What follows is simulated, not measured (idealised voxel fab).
A process module follows: voxel air gaps.
Square cells of 5 nm make up the cross-section cut, whose width is 280 nm.
A cross-section in this document is a grid of square cells, and it is written down as bands, the top band listed before the ones below it; a band is made up of one or more rows of cells. In this notation a band is specified by the heights of its top and bottom, in that order and in nm, after which its materials appear from left to right, each paired with its width in nm. The word "everywhere" attached to a single material means that material fills the band from edge to edge; the word "empty" stands for empty space. Heights from 0 (as-received wafer is one material below). Bottom band endless downward, as "from 0 down". A width given as "30 to 40" starts at the first number in the band's top row and ends at the second number in its bottom row, shifting by an equal amount at every step from row to row. "nothing got changed", as given for a step, is the statement that not any cell of the cross-section underwent a change during that step. Enclosed voids (no open way to top), threshold 8 cells or more, entry "Fully enclosed voids", notation width x height at distance, distance from left edge, nm. Text after the settings on a step's line: the simulator's own remark on that step. A step line may carry the setting "overlay nm", which, for steps involving a mask, states the distance by which the mask lay to the right of its intended position; negative values denote displacement to the left.
[This section lists the process steps that were planned]
- 1: RECEIVE | material Si
- 2: CONFORMAL_DEP | material SiO2 | thk nm 10
- 3: CONFORMAL_DEP | material SiCN | thk nm 5
- 4: DIRECTIONAL_DEP | material lowk | thk nm 40
- 5: DIRECTIONAL_DEP | material aC | thk nm 15
- 6: PATTERN | tone open | mask id LINES | material resist | width nm 25 | pitch nm 50 | thk nm 30 | overlay nm 0
- 7: DIRECTIONAL_ETCH | etch materials aC | depth nm 15
- 8: STRIP | etch materials resist
- 9: DIRECTIONAL_ETCH | etch materials lowk | depth nm 40
- 10: STRIP | etch materials aC
- 11: CONFORMAL_DEP | material TiN | thk nm 5
- 12: FILL_DEP | material Ru | thk nm 10
- 13: CMP | height nm 55
- 14: EPI | material Ru | thk nm 10
- 15: SELECTIVE_ETCH | etch materials lowk | depth nm 50
- 16: CONFORMAL_DEP | material SiCN | thk nm 5
[First of two wafers, processed according to plan]
[As received (post step 1): cross-section]
* from 0 down = Si everywhere
* Fully enclosed voids: none
[Cross-sectional representation of the wafer at the conclusion of step 2]
* from 10 to 0 = SiO2 everywhere
* Under the height 0 nothing was changed.
[Cross-sectional representation of the wafer at the conclusion of step 3]
* from 15 to 10 = SiCN everywhere
* Under the height 10 nothing was changed.
[Cross-sectional representation of the wafer at the conclusion of step 4]
* from 55 to 15 = lowk everywhere
* Under the height 15 nothing was changed.
[Cross-sectional representation of the wafer at the conclusion of step 5]
* from 70 to 55 = aC everywhere
* Under the height 55 nothing was changed.
[Cross-sectional representation of the wafer at the conclusion of step 6]
* from 100 to 70 = resist=75 / empty=25 / resist=25 / empty=25 / resist=25 / empty=25 / resist=80
* Under the height 70 nothing was changed.
[Cross-sectional representation of the wafer at the conclusion of step 7]
* from 85 to 70 = resist=75 / empty=25 / resist=25 / empty=25 / resist=25 / empty=25 / resist=80
* from 70 to 55 = aC=75 / empty=25 / aC=25 / empty=25 / aC=25 / empty=25 / aC=80
* Under the height 55 nothing was changed.
[Cross-sectional representation of the wafer at the conclusion of step 8]
* from 70 to 55 = aC=75 / empty=25 / aC=25 / empty=25 / aC=25 / empty=25 / aC=80
* Under the height 55 nothing was changed.
[Cross-sectional representation of the wafer at the conclusion of step 9]
* from 70 to 55 = aC=75 / empty=25 / aC=25 / empty=25 / aC=25 / empty=25 / aC=80
* from 55 to 15 = lowk=75 / empty=25 / lowk=25 / empty=25 / lowk=25 / empty=25 / lowk=80
* Under the height 15 nothing was changed.
[Cross-sectional representation of the wafer at the conclusion of step 10]
* from 55 to 15 = lowk=75 / empty=25 / lowk=25 / empty=25 / lowk=25 / empty=25 / lowk=80
* Under the height 15 nothing was changed.
[Cross-sectional representation of the wafer at the conclusion of step 11]
* from 60 to 55 = TiN=80 / empty=15 / TiN=35 / empty=15 / TiN=35 / empty=15 / TiN=85
* from 55 to 20 = lowk=75 / TiN=5 / empty=15 / TiN=5 / lowk=25 / TiN=5 / empty=15 / TiN=5 / lowk=25 / TiN=5 / empty=15 / TiN=5 / lowk=80
* from 20 to 15 = lowk=75 / TiN=25 / lowk=25 / TiN=25 / lowk=25 / TiN=25 / lowk=80
* Under the height 15 nothing was changed.
[Cross-sectional representation of the wafer at the conclusion of step 12]
* from 70 to 60 = Ru everywhere
* from 60 to 55 = TiN=80 / Ru=15 / TiN=35 / Ru=15 / TiN=35 / Ru=15 / TiN=85
* from 55 to 20 = lowk=75 / TiN=5 / Ru=15 / TiN=5 / lowk=25 / TiN=5 / Ru=15 / TiN=5 / lowk=25 / TiN=5 / Ru=15 / TiN=5 / lowk=80
* Under the height 20 nothing was changed.
[Cross-sectional representation of the wafer at the conclusion of step 13]
* from 55 to 20 = lowk=75 / TiN=5 / Ru=15 / TiN=5 / lowk=25 / TiN=5 / Ru=15 / TiN=5 / lowk=25 / TiN=5 / Ru=15 / TiN=5 / lowk=80
* Under the height 20 nothing was changed.
[Cross-sectional representation of the wafer at the conclusion of step 14]
* from 65 to 55 = empty=65 / Ru=45 / empty=5 / Ru=45 / empty=5 / Ru=45 / empty=70
* Under the height 55 nothing was changed.
[Cross-sectional representation of the wafer at the conclusion of step 15]
* from 65 to 55 = empty=65 / Ru=45 / empty=5 / Ru=45 / empty=5 / Ru=45 / empty=70
* from 55 to 20 = empty=75 / TiN=5 / Ru=15 / TiN=5 / empty=25 / TiN=5 / Ru=15 / TiN=5 / empty=25 / TiN=5 / Ru=15 / TiN=5 / empty=80
* from 20 to 15 = empty=75 / TiN=25 / empty=25 / TiN=25 / empty=25 / TiN=25 / empty=80
* Under the height 15 nothing was changed.
[Cross-sectional representation of the wafer at the conclusion of step 16]
* from 70 to 65 = empty=60 / SiCN=155 / empty=65
* from 65 to 55 = empty=60 / SiCN=5 / Ru=45 / SiCN=5 / Ru=45 / SiCN=5 / Ru=45 / SiCN=5 / empty=65
* from 55 to 50 = empty=60 / SiCN=15 / TiN=5 / Ru=15 / TiN=5 / SiCN=25 / TiN=5 / Ru=15 / TiN=5 / SiCN=25 / TiN=5 / Ru=15 / TiN=5 / SiCN=15 / empty=65
* from 50 to 20 = empty=70 / SiCN=5 / TiN=5 / Ru=15 / TiN=5 / SiCN=5 / empty=15 / SiCN=5 / TiN=5 / Ru=15 / TiN=5 / SiCN=5 / empty=15 / SiCN=5 / TiN=5 / Ru=15 / TiN=5 / SiCN=5 / empty=75
* from 20 to 15 = SiCN=75 / TiN=25 / SiCN=25 / TiN=25 / SiCN=25 / TiN=25 / SiCN=80
* Under the height 15 nothing was changed.
* Fully enclosed voids: 15 x 30 at 105; 15 x 30 at 155
[Wafer two of two - same starting point, same process plan, one mistake in execution; matches wafer one up to and including step 12]
[Cross-section of the second wafer at the time by which step 13 should have been completed according to the plan]
* from 45 to 20 = lowk=75 / TiN=5 / Ru=15 / TiN=5 / lowk=25 / TiN=5 / Ru=15 / TiN=5 / lowk=25 / TiN=5 / Ru=15 / TiN=5 / lowk=80
* Under the height 20 nothing was changed.
[Cross-section of the second wafer at the time by which step 14 should have been completed according to the plan]
* from 55 to 45 = empty=65 / Ru=45 / empty=5 / Ru=45 / empty=5 / Ru=45 / empty=70
* Under the height 45 nothing was changed.
[Cross-section of the second wafer at the time by which step 15 should have been completed according to the plan]
* from 55 to 45 = empty=65 / Ru=45 / empty=5 / Ru=45 / empty=5 / Ru=45 / empty=70
* from 45 to 20 = empty=75 / TiN=5 / Ru=15 / TiN=5 / empty=25 / TiN=5 / Ru=15 / TiN=5 / empty=25 / TiN=5 / Ru=15 / TiN=5 / empty=80
* from 20 to 15 = empty=75 / TiN=25 / empty=25 / TiN=25 / empty=25 / TiN=25 / empty=80
* Under the height 15 nothing was changed.
[Cross-section of the second wafer at the time by which step 16 should have been completed according to the plan]
* from 60 to 55 = empty=60 / SiCN=155 / empty=65
* from 55 to 45 = empty=60 / SiCN=5 / Ru=45 / SiCN=5 / Ru=45 / SiCN=5 / Ru=45 / SiCN=5 / empty=65
* from 45 to 40 = empty=60 / SiCN=15 / TiN=5 / Ru=15 / TiN=5 / SiCN=25 / TiN=5 / Ru=15 / TiN=5 / SiCN=25 / TiN=5 / Ru=15 / TiN=5 / SiCN=15 / empty=65
* from 40 to 20 = empty=70 / SiCN=5 / TiN=5 / Ru=15 / TiN=5 / SiCN=5 / empty=15 / SiCN=5 / TiN=5 / Ru=15 / TiN=5 / SiCN=5 / empty=15 / SiCN=5 / TiN=5 / Ru=15 / TiN=5 / SiCN=5 / empty=75
* from 20 to 15 = SiCN=75 / TiN=25 / SiCN=25 / TiN=25 / SiCN=25 / TiN=25 / SiCN=80
* Under the height 15 nothing was changed.
* Fully enclosed voids: 15 x 20 at 105; 15 x 20 at 155
Deviation noted in wafer processing: step 13 did not happen as planned, as run it was CMP | height nm 45
The closing comparison, in cells, has the second wafer with more or fewer of some materials than the first: 18 fewer of Ru; 12 fewer of SiCN; 12 fewer of TiN
